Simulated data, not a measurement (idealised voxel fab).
process module | voxel released beams
cross-section cut | 220 nm wide | cells 5 nm
A cross-section is a grid of square cells, given in bands from the top down. A band is one or more rows of cells.
Each band's line starts with the height of the band's top and of its bottom, in nm. Then come its materials from left to right, each with its width in nm. One material with "throughout" fills the band from edge to edge. "air" is empty space.
Height 0 is the level under which the wafer as received is all one material. The lowest band goes on downwards, as in "0 down".
A width such as "30 to 40" changes by the same amount from each row of cells to the next, from the band's top row to its bottom row.
"no change" after a step means that no cell of the cross-section changed.
closed voids: empty space of 8 cells or more with no open way to the top, each as width x height at its distance from the left edge, in nm
after a step's settings: what the simulator itself notes on the step
overlay nm, on a step with a mask: how far to the right of its planned place the mask lay; to the left if negative
plan
1 op RECEIVE | material Si
2 op CONFORMAL_DEP | material SiN | thk nm 10
3 op DIRECTIONAL_DEP | material SiO2 | thk nm 15
4 op MASKED_ETCH | tone open | mask id ANCHOR | width nm 45 | etch materials SiO2 | depth nm 15 | overlay nm 0
5 op CONFORMAL_DEP | material TiN | thk nm 15
6 op PATTERN | tone cover | mask id BEAM | material resist | width nm 130 | thk nm 20 | overlay nm 0
7 op DIRECTIONAL_ETCH | etch materials TiN | depth nm 15
8 op STRIP | etch materials resist
9 op STRIP | etch materials SiO2
as received, after step 1
  0 down: Si throughout
  closed voids: none
a wafer at the end: this start, this plan, one mistake
  40 to 25: air 35 | TiN 25 | air 15 | TiN 90 | air 55
  25 to 10: air 45 | TiN 45 | air 130
  10 to 0: SiN throughout
  0 down: Si throughout
  closed voids: none
what went wrong: step 6 ran as: op PATTERN | tone cover | mask id BEAM | material resist | width nm 130 | thk nm 20 | overlay nm -5
